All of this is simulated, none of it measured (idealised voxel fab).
The process module presented herein is designated voxel ribs on slabs.
Section shown: cut. Width: 185 nm. Cell size: 5 nm, square.
Cross-section, as written here: a square-cell grid given band by band from the top down, where a band holds one or more rows of cells.
In this notation a band is specified by the heights of its top and bottom, in that order and in nm, after which its materials appear from left to right, each paired with its width in nm. The word "all across" attached to a single material means that material fills the band from edge to edge; the word "blank" stands for empty space.
We count height from 0. Below that, the starting wafer is all one material. The lowest band never ends at the bottom but goes on down; see "0 and below" for how that is written.
The width entry "30..40" should be interpreted row by row: the top row of cells in the band takes the first number, the bottom row takes the second number, and the change between adjacent rows is uniform throughout.
Given "left unchanged" for a step, no cell of the cross-section differs between before and after that step.
Under "Unvented internal voids" you'll find the enclosed gaps, the ones with no way out to the top, that are 8 cells or bigger; each reads width x height at distance, with distance counted from the left edge, everything in nm.
Step line, after settings: the simulator's comment on this step.
Each step line may optionally specify "overlay nm", which for a step with a mask gives the rightward distance between the mask's planned place and where it lay, a negative value indicating the leftward direction.

Set out below are the planned steps of the process:
1 RECEIVE,material Si
2 DIRECTIONAL_DEP,material SiO2,thk nm 30
3 DIRECTIONAL_DEP,material polySi,thk nm 20
4 PATTERN,tone cover,mask id RIB,material resist,width nm 25,thk nm 20,overlay nm 0
5 DIRECTIONAL_ETCH,etch materials polySi,depth nm 15
6 STRIP,etch materials resist
7 PATTERN,tone cover,mask id SLAB,material resist,width nm 75,thk nm 20,overlay nm 0
8 DIRECTIONAL_ETCH,etch materials polySi,depth nm 5
9 STRIP,etch materials resist
10 FILL_DEP,material SiO2,thk nm 30
11 CMP,height nm 70
12 DIRECTIONAL_DEP,material W,thk nm 10
13 DIRECTIONAL_DEP,material aC,thk nm 10
14 PATTERN,tone cover,mask id HEATER,material resist,width nm 35,thk nm 30,overlay nm 0
15 DIRECTIONAL_ETCH,etch materials aC,depth nm 10
16 STRIP,etch materials resist
17 DIRECTIONAL_ETCH,etch materials W,depth nm 10
18 STRIP,etch materials aC
19 CONFORMAL_DEP,material SiN,thk nm 5

First of two wafers, processed according to plan:

Cross-section of the wafer at receipt, which is the condition after step 1:
	0 and below  Si all across
	Unvented internal voids: none

Wafer section view after processing step 2:
	30 down to 0  SiO2 all across
	Beneath the level 0, the cross-section is identical to its previous state.

Wafer section view after processing step 3:
	50 down to 30  polySi all across
	Beneath the level 30, the cross-section is identical to its previous state.

Wafer section view after processing step 4:
	70 down to 50  blank (80), then resist (25), then blank (80)
	Beneath the level 50, the cross-section is identical to its previous state.

Wafer section view after processing step 5:
	70 down to 50  blank (80), then resist (25), then blank (80)
	50 down to 35  blank (80), then polySi (25), then blank (80)
	Beneath the level 35, the cross-section is identical to its previous state.

Wafer section view after processing step 6:
	50 down to 35  blank (80), then polySi (25), then blank (80)
	Beneath the level 35, the cross-section is identical to its previous state.

Wafer section view after processing step 7:
	70 down to 50  blank (55), then resist (75), then blank (55)
	50 down to 35  blank (55), then resist (25), then polySi (25), then resist (25), then blank (55)
	Beneath the level 35, the cross-section is identical to its previous state.

Wafer section view after processing step 8:
	70 down to 50  blank (55), then resist (75), then blank (55)
	50 down to 35  blank (55), then resist (25), then polySi (25), then resist (25), then blank (55)
	35 down to 30  blank (55), then polySi (75), then blank (55)
	Beneath the level 30, the cross-section is identical to its previous state.

Wafer section view after processing step 9:
	50 down to 35  blank (80), then polySi (25), then blank (80)
	Beneath the level 35, the cross-section is identical to its previous state.

Wafer section view after processing step 10:
	80 down to 50  SiO2 all across
	50 down to 35  SiO2 (80), then polySi (25), then SiO2 (80)
	35 down to 30  SiO2 (55), then polySi (75), then SiO2 (55)
	Beneath the level 30, the cross-section is identical to its previous state.

Wafer section view after processing step 11:
	70 down to 50  SiO2 all across
	Beneath the level 50, the cross-section is identical to its previous state.

Wafer section view after processing step 12:
	80 down to 70  W all across
	Beneath the level 70, the cross-section is identical to its previous state.

Wafer section view after processing step 13:
	90 down to 80  aC all across
	Beneath the level 80, the cross-section is identical to its previous state.

Wafer section view after processing step 14:
	120 down to 90  blank (75), then resist (35), then blank (75)
	Beneath the level 90, the cross-section is identical to its previous state.

Wafer section view after processing step 15:
	110 down to 90  blank (75), then resist (35), then blank (75)
	90 down to 80  blank (75), then aC (35), then blank (75)
	Beneath the level 80, the cross-section is identical to its previous state.

Wafer section view after processing step 16:
	90 down to 80  blank (75), then aC (35), then blank (75)
	Beneath the level 80, the cross-section is identical to its previous state.

Wafer section view after processing step 17:
	90 down to 80  blank (75), then aC (35), then blank (75)
	80 down to 70  blank (75), then W (35), then blank (75)
	Beneath the level 70, the cross-section is identical to its previous state.

Wafer section view after processing step 18:
	80 down to 70  blank (75), then W (35), then blank (75)
	Beneath the level 70, the cross-section is identical to its previous state.

Wafer section view after processing step 19:
	85 down to 80  blank (70), then SiN (45), then blank (70)
	80 down to 75  blank (70), then SiN (5), then W (35), then SiN (5), then blank (70)
	75 down to 70  SiN (75), then W (35), then SiN (75)
	Beneath the level 70, the cross-section is identical to its previous state.

Second of two: same start, same plan, one run error; steps up to and including 12 match the first:

The second wafer cut through, at the time step 13 was supposed to be finished:
	90 down to 80  polySi all across
	Beneath the level 80, the cross-section is identical to its previous state.

The second wafer cut through, at the time step 14 was supposed to be finished:
	120 down to 90  blank (75), then resist (35), then blank (75)
	Beneath the level 90, the cross-section is identical to its previous state.

The second wafer cut through, at the time step 15 was supposed to be finished:
	110 down to 90  blank (75), then resist (35), then blank (75)
	Beneath the level 90, the cross-section is identical to its previous state.

The second wafer cut through, at the time step 16 was supposed to be finished:
	90 down to 80  polySi all across
	Beneath the level 80, the cross-section is identical to its previous state.

The second wafer cut through, at the time step 17 was supposed to be finished: left unchanged

The second wafer cut through, at the time step 18 was supposed to be finished: left unchanged

The second wafer cut through, at the time step 19 was supposed to be finished:
	95 down to 90  SiN all across
	Beneath the level 90, the cross-section is identical to its previous state.
what went wrong: it should be noted that step 13 was executed with settings other than those planned, the operation and settings actually applied being DIRECTIONAL_DEP,material polySi,thk nm 10
Final cells, second wafer relative to first, materials higher or lower: 4 fewer of SiN, 60 more of W, 74 more of polySi
